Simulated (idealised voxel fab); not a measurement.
The process module that follows is named voxel plated lines.
cross-section cut | 180 nm wide | cells 5 nm
Cross-section spec: square-cell grid; bands listed top down; each band is one or more rows.
Quick guide to a band line: top height, bottom height (nm) up front; then every material left to right with its width in nm. Only one material and it's marked "edge to edge"? Then it fills the band edge to edge. And "air" just means empty space.
Convention: height 0 is the level below which the wafer, as received, is all one material. The lowest band does not terminate at the bottom but continues downward, represented as "0 and below".
Graded width ("30..40"): value in top row of band = first number; value in bottom row = second number; row-to-row change constant.
"no change", as given for a step, is the statement that not any cell of the cross-section underwent a change during that step.
"Completely sealed voids" lists enclosed empty spaces (at least 8 cells, no open path upward to the top), each as width x height at distance from the left edge, in nm.
On a step's line, text after the settings is the simulator commenting on that step.
A step line may carry the setting "overlay nm", which, for steps involving a mask, states the distance by which the mask lay to the right of its intended position; negative values denote displacement to the left.

## The following list gives the planned process steps
step 1: RECEIVE [material Si]
step 2: CONFORMAL_DEP [material SiN] [thk nm 10]
step 3: DIRECTIONAL_DEP [material TiN] [thk nm 5]
step 4: PATTERN [tone open] [mask id LINES] [material resist] [width nm 15] [pitch nm 40] [thk nm 30] [overlay nm -5]
step 5: EPI [material Ru] [thk nm 10]
step 6: EPI [material Ru] [thk nm 10]
step 7: STRIP [etch materials resist]
step 8: DIRECTIONAL_ETCH [etch materials TiN] [depth nm 5]
step 9: CONFORMAL_DEP [material SiCN] [thk nm 10]
The overlay nm used in step 4 is not the same on every wafer, whereas the starting condition is; the value printed in the plan is the first wafer's.

## The first of several wafers in cross-section, exactly as it reached us after step 1
    0 and below = Si edge to edge
    Completely sealed voids: none

## Here is the cross-section of the first of several wafers at the end of the module, after its last step, step 9
    45 down to 35 = air (5) | SiCN (35) | air (5) | SiCN (35) | air (5) | SiCN (35) | air (5) | SiCN (35) | air (20)
    35 down to 20 = air (5) | SiCN (10) | Ru (15) | SiCN (10) | air (5) | SiCN (10) | Ru (15) | SiCN (10) | air (5) | SiCN (10) | Ru (15) | SiCN (10) | air (5) | SiCN (10) | Ru (15) | SiCN (10) | air (20)
    20 down to 15 = SiCN (15) | Ru (15) | SiCN (25) | Ru (15) | SiCN (25) | Ru (15) | SiCN (25) | Ru (15) | SiCN (30)
    15 down to 10 = SiCN (15) | TiN (15) | SiCN (25) | TiN (15) | SiCN (25) | TiN (15) | SiCN (25) | TiN (15) | SiCN (30)
    10 down to 0 = SiN edge to edge
    0 and below = Si edge to edge
    Completely sealed voids: none

## Cross-section, last wafer, module completion
    45 down to 35 = air (20) | SiCN (35) | air (5) | SiCN (35) | air (5) | SiCN (35) | air (5) | SiCN (35) | air (5)
    35 down to 20 = air (20) | SiCN (10) | Ru (15) | SiCN (10) | air (5) | SiCN (10) | Ru (15) | SiCN (10) | air (5) | SiCN (10) | Ru (15) | SiCN (10) | air (5) | SiCN (10) | Ru (15) | SiCN (10) | air (5)
    20 down to 15 = SiCN (30) | Ru (15) | SiCN (25) | Ru (15) | SiCN (25) | Ru (15) | SiCN (25) | Ru (15) | SiCN (15)
    15 down to 10 = SiCN (30) | TiN (15) | SiCN (25) | TiN (15) | SiCN (25) | TiN (15) | SiCN (25) | TiN (15) | SiCN (15)
    10 down to 0 = SiN edge to edge
    0 and below = Si edge to edge
    Completely sealed voids: none

## Rows = wafers. At module end, each row lists per material the cells gained (+) or lost (-) since the wafer was received, then the closed voids
overlay nm -5, +48 Ru, +152 SiCN, +72 SiN, +12 TiN, Completely sealed voids: none
overlay nm 0, +48 Ru, +152 SiCN, +72 SiN, +12 TiN, Completely sealed voids: none
overlay nm 5, +48 Ru, +152 SiCN, +72 SiN, +12 TiN, Completely sealed voids: none
overlay nm 10, +48 Ru, +152 SiCN, +72 SiN, +12 TiN, Completely sealed voids: none
